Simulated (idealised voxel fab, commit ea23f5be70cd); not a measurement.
process module | voxel gate over fins
cross-section cut | 175 nm wide | cells 5 nm
A cross-section is a grid of square cells, given in bands from the top down. A band is one or more rows of cells.
Each band's line starts with the height of the band's top and of its bottom, in nm. Then come its materials from left to right, each with its width in nm. One material with "throughout" fills the band from edge to edge. "air" is empty space.
Height 0 is the level under which the wafer as received is all one material. The lowest band goes on downwards, as in "0 down".
A width such as "30 to 40" changes by the same amount from each row of cells to the next, from the band's top row to its bottom row.
"no change" after a step means that no cell of the cross-section changed.
closed voids: empty space of 8 cells or more with no open way to the top, each as width x height at its distance from the left edge, in nm
after a step's settings: what the simulator itself notes on the step
overlay nm, on a step with a mask: how far to the right of its planned place the mask lay; to the left if negative
Each pair below shows a cross-section before one step and the cross-section after it, down to the lowest band that changed. The line under each pair gives the step between them, with its settings. The pairs can come from different runs of this module on the same starting wafer, so a pair continues from the pair above only where its "before" says so.
before
  0 to -10: air 20 | Si 5 to 15 | air 30 to 20 | Si 5 to 15 | air 30 to 20 | Si 5 to 15 | air 30 to 20 | Si 5 to 15 | air 45 to 35
  -10 to -40: SiO2 20 | Si 15 | SiO2 20 | Si 15 | SiO2 20 | Si 15 | SiO2 20 | Si 15 | SiO2 35
  -40 down: Si throughout
  closed voids: none
after
  5 to 0: air 15 | HfO2 15 | air 20 | HfO2 15 | air 20 | HfO2 15 | air 20 | HfO2 15 | air 40
  0 to -5: air 15 | HfO2 5 | Si 5 | HfO2 15 | air 10 | HfO2 5 | Si 5 | HfO2 15 | air 10 | HfO2 5 | Si 5 | HfO2 15 | air 10 | HfO2 5 | Si 5 | HfO2 15 | air 30
  -5 to -10: HfO2 20 | Si 15 | HfO2 20 | Si 15 | HfO2 20 | Si 15 | HfO2 20 | Si 15 | HfO2 35
  below -10: unchanged
  closed voids: none
the step between: op CONFORMAL_DEP | material HfO2 | thk nm 5
before: the cross-section after the pair above
after
  10 to 5: air 10 | TiN 25 | air 10 | TiN 25 | air 10 | TiN 25 | air 10 | TiN 25 | air 35
  5 to 0: air 10 | TiN 5 | HfO2 15 | TiN 20 | HfO2 15 | TiN 20 | HfO2 15 | TiN 20 | HfO2 15 | TiN 15 | air 25
  0 to -5: TiN 15 | HfO2 5 | Si 5 | HfO2 15 | TiN 10 | HfO2 5 | Si 5 | HfO2 15 | TiN 10 | HfO2 5 | Si 5 | HfO2 15 | TiN 10 | HfO2 5 | Si 5 | HfO2 15 | TiN 30
  below -5: unchanged
  closed voids: none
the step between: op CONFORMAL_DEP | material TiN | thk nm 5
before: the cross-section after the pair above
after
  20 to 10: W throughout
  10 to 5: W 10 | TiN 25 | W 10 | TiN 25 | W 10 | TiN 25 | W 10 | TiN 25 | W 35
  5 to 0: W 10 | TiN 5 | HfO2 15 | TiN 20 | HfO2 15 | TiN 20 | HfO2 15 | TiN 20 | HfO2 15 | TiN 15 | W 25
  below 0: unchanged
  closed voids: none
the step between: op FILL_DEP | material W | thk nm 10
before: the cross-section after the pair above
after
  15 to 10: W throughout
  below 10: unchanged
  closed voids: none
the step between: op CMP | height nm 15
before: the cross-section after the pair above
after
  25 to 15: SiN throughout
  below 15: unchanged
  closed voids: none
the step between: op CONFORMAL_DEP | material SiN | thk nm 10
before
  10 to 5: air 20 | TiN 25 | air 10 | TiN 25 | air 10 | TiN 25 | air 10 | TiN 25 | air 25
  5 to 0: air 20 | TiN 5 | HfO2 15 | TiN 5 | air 10 | TiN 5 | HfO2 15 | TiN 5 | air 10 | TiN 5 | HfO2 15 | TiN 5 | air 10 | TiN 5 | HfO2 15 | TiN 5 | air 25
  0 to -5: TiN 25 | HfO2 5 | Si 5 | HfO2 5 | TiN 20 | HfO2 5 | Si 5 | HfO2 5 | TiN 20 | HfO2 5 | Si 5 | HfO2 5 | TiN 20 | HfO2 5 | Si 5 | HfO2 5 | TiN 30
  -5 to -10: HfO2 30 | Si 5 | HfO2 30 | Si 5 | HfO2 30 | Si 5 | HfO2 30 | Si 5 | HfO2 35
  -10 to -40: SiO2 30 | Si 5 | SiO2 30 | Si 5 | SiO2 30 | Si 5 | SiO2 30 | Si 5 | SiO2 35
  -40 down: Si throughout
  closed voids: none
after
  20 to 10: HfO2 throughout
  10 to 5: HfO2 20 | TiN 25 | HfO2 10 | TiN 25 | HfO2 10 | TiN 25 | HfO2 10 | TiN 25 | HfO2 25
  5 to 0: HfO2 20 | TiN 5 | HfO2 15 | TiN 5 | HfO2 10 | TiN 5 | HfO2 15 | TiN 5 | HfO2 10 | TiN 5 | HfO2 15 | TiN 5 | HfO2 10 | TiN 5 | HfO2 15 | TiN 5 | HfO2 25
  below 0: unchanged
  closed voids: none
the step between: op FILL_DEP | material HfO2 | thk nm 10
before: the cross-section after the pair above
after
  15 to 10: HfO2 throughout
  below 10: unchanged
  closed voids: none
the step between: op CMP | height nm 15
before: the cross-section after the pair above
after
  25 to 15: SiN throughout
  below 15: unchanged
  closed voids: none
the step between: op CONFORMAL_DEP | material SiN | thk nm 10
before
  10 to 0: SiN throughout
  0 down: Si throughout
  closed voids: none
after
  10 to 0: SiN 25 | air 15 | SiN 20 | air 15 | SiN 20 | air 15 | SiN 20 | air 15 | SiN 30
  below 0: unchanged
  closed voids: none
the step between: op MASKED_ETCH | tone open | mask id FINS | width nm 15 | pitch nm 35 | etch materials SiN | depth nm 10 | overlay nm 0
before: the cross-section after the pair above
after
  10 to 0: SiN 25 | air 15 | SiN 20 | air 15 | SiN 20 | air 15 | SiN 20 | air 15 | SiN 30
  0 to -5: Si 20 | SiO2 25 | Si 10 | SiO2 25 | Si 10 | SiO2 25 | Si 10 | SiO2 25 | Si 25
  below -5: unchanged
  closed voids: none
the step between: op OXIDIZE | depth nm 5
before: the cross-section after the pair above
after
  25 to 10: SiO2 throughout
  10 to 0: SiN 25 | SiO2 15 | SiN 20 | SiO2 15 | SiN 20 | SiO2 15 | SiN 20 | SiO2 15 | SiN 30
  below 0: unchanged
  closed voids: none
the step between: op FILL_DEP | material SiO2 | thk nm 15
before: the cross-section after the pair above
after
  10 to 0: SiN 25 | SiO2 15 | SiN 20 | SiO2 15 | SiN 20 | SiO2 15 | SiN 20 | SiO2 15 | SiN 30
  below 0: unchanged
  closed voids: none
the step between: op CMP | height nm 10
before: the cross-section after the pair above
after
  10 to 0: SiN 25 | air 15 | SiN 20 | air 15 | SiN 20 | air 15 | SiN 20 | air 15 | SiN 30
  0 to -5: Si 20 | air 25 | Si 10 | air 25 | Si 10 | air 25 | Si 10 | air 25 | Si 25
  below -5: unchanged
  closed voids: none
the step between: op SELECTIVE_ETCH | etch materials SiO2 | depth nm 20
before: the cross-section after the pair above
after
  0 to -5: Si 20 | air 25 | Si 10 | air 25 | Si 10 | air 25 | Si 10 | air 25 | Si 25
  below -5: unchanged
  closed voids: none
the step between: op STRIP | etch materials SiN
before: the cross-section after the pair above
after
  5 to 0: HfO2 25 | air 15 | HfO2 20 | air 15 | HfO2 20 | air 15 | HfO2 20 | air 15 | HfO2 30
  0 to -5: Si 20 | HfO2 25 | Si 10 | HfO2 25 | Si 10 | HfO2 25 | Si 10 | HfO2 25 | Si 25
  below -5: unchanged
  closed voids: none
the step between: op CONFORMAL_DEP | material HfO2 | thk nm 5
before: the cross-section after the pair above
after
  10 to 5: TiN 30 | air 5 | TiN 30 | air 5 | TiN 30 | air 5 | TiN 30 | air 5 | TiN 35
  5 to 0: HfO2 25 | TiN 15 | HfO2 20 | TiN 15 | HfO2 20 | TiN 15 | HfO2 20 | TiN 15 | HfO2 30
  below 0: unchanged
  closed voids: none
the step between: op CONFORMAL_DEP | material TiN | thk nm 5
before: the cross-section after the pair above
after
  20 to 10: W throughout
  10 to 5: TiN 30 | W 5 | TiN 30 | W 5 | TiN 30 | W 5 | TiN 30 | W 5 | TiN 35
  below 5: unchanged
  closed voids: none
the step between: op FILL_DEP | material W | thk nm 10
before: the cross-section after the pair above
after
  15 to 10: W throughout
  below 10: unchanged
  closed voids: none
the step between: op CMP | height nm 15
before: the cross-section after the pair above
after
  25 to 15: SiN throughout
  below 15: unchanged
  closed voids: none
the step between: op CONFORMAL_DEP | material SiN | thk nm 10
